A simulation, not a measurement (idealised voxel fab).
Process module in this document: voxel transistor to metal
For reference, the cross-section in this document is cut, with width 210 nm and square cells of 5 nm.
Each cross-section below is a grid of square cells, stated as bands in top-down order, with one or more rows of cells making up each band.
Quick guide to a band line: top height, bottom height (nm) up front; then every material left to right with its width in nm. Only one material and it's marked "edge to edge"? Then it fills the band edge to edge. And "empty" just means empty space.
Measure heights from 0. That's the level where, below it, the as-received wafer is all one material. The lowest band is bottomless and extends downward; write it as in "0..down".
Width: "30..40" (first number = top row, second number = bottom row, same change from row to row of cells).
For the purposes of this document, the phrase "no modification" attached to a step denotes that no cell within the cross-section was modified by that step.
So "Catalogued sealed voids" is basically the list of trapped voids: any empty space of 8 cells or more that can't reach the top through an opening. They're written width x height at distance, the distance being from the left edge, and it's all nm.
If you see something after the settings on a step's line, that's the simulator's own remark about that step.
The optional step-line setting "overlay nm" applies to steps with a mask and quantifies how far to the right of its planned location the mask lay, a negative value indicating leftward placement.
Process steps (planned)
1,RECEIVE: material Si
2,CONFORMAL_DEP: material SiO2, thk nm 5
3,CONFORMAL_DEP: material SiN, thk nm 10
4,DIRECTIONAL_DEP: material aC, thk nm 10
5,PATTERN: tone cover, mask id ACTIVE, material resist, width nm 135, thk nm 30, overlay nm 0
6,DIRECTIONAL_ETCH: etch materials aC, depth nm 10
7,STRIP: etch materials resist
8,DIRECTIONAL_ETCH: etch materials SiN, depth nm 10
9,DIRECTIONAL_ETCH: etch materials SiO2, depth nm 5
10,DIRECTIONAL_ETCH: etch materials Si, depth nm 25
11,STRIP: etch materials aC
12,OXIDIZE: depth nm 5
13,FILL_DEP: material SiO2, thk nm 15
14,CMP: height nm 15
15,SELECTIVE_ETCH: etch materials SiO2, depth nm 5
16,STRIP: etch materials SiN
17,SELECTIVE_ETCH: etch materials SiO2, depth nm 5
18,OXIDIZE: depth nm 5
19,DIRECTIONAL_DEP: material polySi, thk nm 20
20,DIRECTIONAL_DEP: material SiCN, thk nm 15
21,DIRECTIONAL_DEP: material aC, thk nm 10
22,PATTERN: tone cover, mask id GATE, material resist, width nm 35, thk nm 25, overlay nm 0
23,DIRECTIONAL_ETCH: etch materials aC, depth nm 10
24,STRIP: etch materials resist
25,DIRECTIONAL_ETCH: etch materials SiCN, depth nm 25
26,DIRECTIONAL_ETCH: etch materials polySi, depth nm 30
27,STRIP: etch materials aC
28,CONFORMAL_DEP: material SiO2, thk nm 5
29,DIRECTIONAL_ETCH: etch materials SiO2, depth nm 5
30,CONFORMAL_DEP: material SiN, thk nm 5
31,DIRECTIONAL_ETCH: etch materials SiN, depth nm 5
32,DIRECTIONAL_ETCH: etch materials SiO2, depth nm 5
33,EPI: material pSi, thk nm 5
34,FILL_DEP: material SiO2, thk nm 10
35,CMP: height nm 20
36,STRIP: etch materials polySi
37,SELECTIVE_ETCH: etch materials SiO2, depth nm 5
38,CONFORMAL_DEP: material HfO2, thk nm 5
39,CONFORMAL_DEP: material TiN, thk nm 5
40,FILL_DEP: material W, thk nm 10
41,CMP: height nm 15
42,DIRECTIONAL_DEP: material SiO2, thk nm 15
43,MASKED_ETCH: tone open, mask id CONTACT, width nm 20, pitch nm 95, etch materials SiO2, depth nm 30, overlay nm 0
44,CONFORMAL_DEP: material TiN, thk nm 5
45,FILL_DEP: material W, thk nm 10
46,CMP: height nm 30
47,CONFORMAL_DEP: material SiN, thk nm 5
48,DIRECTIONAL_DEP: material SiO2, thk nm 15
49,PATTERN: tone open, mask id METAL_1, material resist, width nm 20, pitch nm 95, thk nm 20, overlay nm 0
50,DIRECTIONAL_ETCH: etch materials SiO2, depth nm 15
51,DIRECTIONAL_ETCH: etch materials SiN, depth nm 5
52,STRIP: etch materials resist
53,CONFORMAL_DEP: material TiN, thk nm 5
54,FILL_DEP: material Cu, thk nm 10
55,CMP: height nm 50
56,EPI: material Ru, thk nm 5
57,FILL_DEP: material SiCN, thk nm 5
The value of thk nm given for step 30 in the plan refers to the first wafer; the wafers vary in this setting and are alike at the start.
This is how the first of several wafers looked in cross-section when it arrived, which is after step 1
- 0..down = Si edge to edge
- Catalogued sealed voids: none
Table: wafers, a row each; end-of-module cell change per material since receipt, gain (+), loss (-); then closed voids
thk nm 5, +12 Cu, +15 HfO2, +12 Ru, -127 Si, +72 SiCN, +42 SiN, +375 SiO2, +59 TiN, +30 W, +14 pSi, Catalogued sealed voids: none
thk nm 10, +12 Cu, +15 HfO2, +12 Ru, -127 Si, +72 SiCN, +79 SiN, +360 SiO2, +55 TiN, +26 W, Catalogued sealed voids: none
thk nm 15, +12 Cu, +15 HfO2, +12 Ru, -127 Si, +72 SiCN, +112 SiN, +337 SiO2, +51 TiN, +20 W, Catalogued sealed voids: none
thk nm 20, +12 Cu, +15 HfO2, +12 Ru, -127 Si, +72 SiCN, +118 SiN, +337 SiO2, +47 TiN, +18 W, Catalogued sealed voids: none
